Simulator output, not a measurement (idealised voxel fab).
process module | voxel released beams
cross-section cut | 150 nm wide | cells 5 nm
A cross-section is a grid of square cells, given in bands from the top down. A band is one or more rows of cells.
Each band's line starts with the height of the band's top and of its bottom, in nm. Then come its materials from left to right, each with its width in nm. One material with "throughout" fills the band from edge to edge. "air" is empty space.
Height 0 is the level under which the wafer as received is all one material. The lowest band goes on downwards, as in "0 down".
A width such as "30 to 40" changes by the same amount from each row of cells to the next, from the band's top row to its bottom row.
"no change" after a step means that no cell of the cross-section changed.
closed voids: empty space of 8 cells or more with no open way to the top, each as width x height at its distance from the left edge, in nm
after a step's settings: what the simulator itself notes on the step
overlay nm, on a step with a mask: how far to the right of its planned place the mask lay; to the left if negative
plan
1 op RECEIVE | material Si
2 op CONFORMAL_DEP | material Al2O3 | thk nm 10
3 op DIRECTIONAL_DEP | material SiO2 | thk nm 10
4 op PATTERN | tone open | mask id ANCHOR | material resist | width nm 35 | thk nm 15 | overlay nm 0
5 op DIRECTIONAL_ETCH | etch materials SiO2 | depth nm 10
6 op STRIP | etch materials resist
7 op CONFORMAL_DEP | material polySi | thk nm 10
8 op MASKED_ETCH | tone cover | mask id BEAM | width nm 80 | etch materials polySi | depth nm 10 | overlay nm 0
9 op STRIP | etch materials SiO2
as received, after step 1
  0 down: Si throughout
  closed voids: none
first wafer at the end, as planned
  30 to 20: air 30 | polySi 15 | air 15 | polySi 50 | air 40
  20 to 10: air 35 | polySi 35 | air 80
  10 to 0: Al2O3 throughout
  0 down: Si throughout
  closed voids: none
second wafer at the end: like start, like plan, one mistake
  30 to 20: air 30 | polySi 10 | air 25 | polySi 45 | air 40
  20 to 10: air 30 | polySi 45 | air 75
  10 to 0: Al2O3 throughout
  0 down: Si throughout
  closed voids: none
what went wrong: step 4 ran as: op PATTERN | tone open | mask id ANCHOR | material resist | width nm 45 | thk nm 15 | overlay nm 0
at the end the second wafer has, in cells: as many of each material as the first, in other places
